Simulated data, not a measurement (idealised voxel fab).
Process module in this document: voxel trench capacitor
Each square cell in cross-section cut measures 5 nm, and the section as a whole is 150 nm wide.
Cross-section = grid of square cells, listed top down in bands; band = one or more rows.
It is stipulated that each band's entry specify, in nanometres, the height of the top of the band and then that of its bottom, followed by the materials of the band in left-to-right sequence, each together with its width in nanometres. A single material marked by the word "full width" is understood to fill the band from edge to edge; the word "empty" is understood to denote empty space.
All heights in this document are referenced to 0, defined as the level beneath which the wafer, as received, consists entirely of one material. The lowest band is not bounded below; it extends indefinitely downward and is written in the form "0 -> down".
Read "30 to 40" as a graded width: first number on top, second number at the bottom, same change between each pair of neighbouring rows.
What does "no alteration" mean for a step? It means no cell of the cross-section changed in that step.
Closed empty spaces (no open way to the top) of 8 cells or more are what "Fully closed voids" lists, each as width x height at distance from the left edge, nm for all three.
Read whatever lies past the settings on a step's line as the simulator's own remark about the step.
overlay nm, on a step with a mask: how far to the right of its planned place the mask lay; to the left if negative
STEPS PLANNED FOR THE PROCESS
- 1: RECEIVE with material Si
- 2: CONFORMAL_DEP with material SiN, thk nm 5
- 3: PATTERN with tone open, mask id TRENCH, material resist, width nm 20, pitch nm 40, thk nm 15, overlay nm -10
- 4: DIRECTIONAL_ETCH with etch materials SiN, depth nm 5
- 5: DIRECTIONAL_ETCH with etch materials Si, depth nm 35
- 6: STRIP with etch materials resist
- 7: CONFORMAL_DEP with material SiO2, thk nm 5
- 8: FILL_DEP with material polySi, thk nm 5
- 9: CMP with height nm 5
Same starting wafers, different overlay nm at step 3. Plan value belongs to the first wafer.
AS RECEIVED, I.E. AFTER STEP 1: CROSS-SECTION THROUGH THE FIRST OF SEVERAL WAFERS
* 0 -> down: Si full width
* Fully closed voids: none
LAST STEP OF THE MODULE IS STEP 9; AFTER IT, THE FIRST OF SEVERAL WAFERS IN CROSS-SECTION
* 5 -> 0: SiN=15  SiO2=5  polySi=10  SiO2=5  SiN=20  SiO2=5  polySi=10  SiO2=5  SiN=20  SiO2=5  polySi=10  SiO2=5  SiN=35
* 0 -> -30: Si=15  SiO2=5  polySi=10  SiO2=5  Si=20  SiO2=5  polySi=10  SiO2=5  Si=20  SiO2=5  polySi=10  SiO2=5  Si=35
* -30 -> -35: Si=15  SiO2=20  Si=20  SiO2=20  Si=20  SiO2=20  Si=35
* -35 -> down: Si full width
* Fully closed voids: none
A CROSS-SECTION THROUGH THE LAST WAFER AT THE CLOSE OF THE MODULE
* 5 -> 0: SiN=35  SiO2=5  polySi=10  SiO2=5  SiN=20  SiO2=5  polySi=10  SiO2=5  SiN=20  SiO2=5  polySi=10  SiO2=5  SiN=15
* 0 -> -30: Si=35  SiO2=5  polySi=10  SiO2=5  Si=20  SiO2=5  polySi=10  SiO2=5  Si=20  SiO2=5  polySi=10  SiO2=5  Si=15
* -30 -> -35: Si=35  SiO2=20  Si=20  SiO2=20  Si=20  SiO2=20  Si=15
* -35 -> down: Si full width
* Fully closed voids: none
BELOW: A ROW PER WAFER. CONTENTS AT END OF MODULE: FOR EVERY MATERIAL, CELLS GAINED SINCE RECEIPT (+) OR LOST SINCE RECEIPT (-); THEN CLOSED VOIDS
overlay nm -10; -84 Si; +18 SiN; +54 SiO2; +42 polySi; Fully closed voids: none
overlay nm -5; -84 Si; +18 SiN; +54 SiO2; +42 polySi; Fully closed voids: none
overlay nm 0; -84 Si; +18 SiN; +54 SiO2; +42 polySi; Fully closed voids: none
overlay nm 5; -84 Si; +18 SiN; +54 SiO2; +42 polySi; Fully closed voids: none
overlay nm 10; -84 Si; +18 SiN; +54 SiO2; +42 polySi; Fully closed voids: none
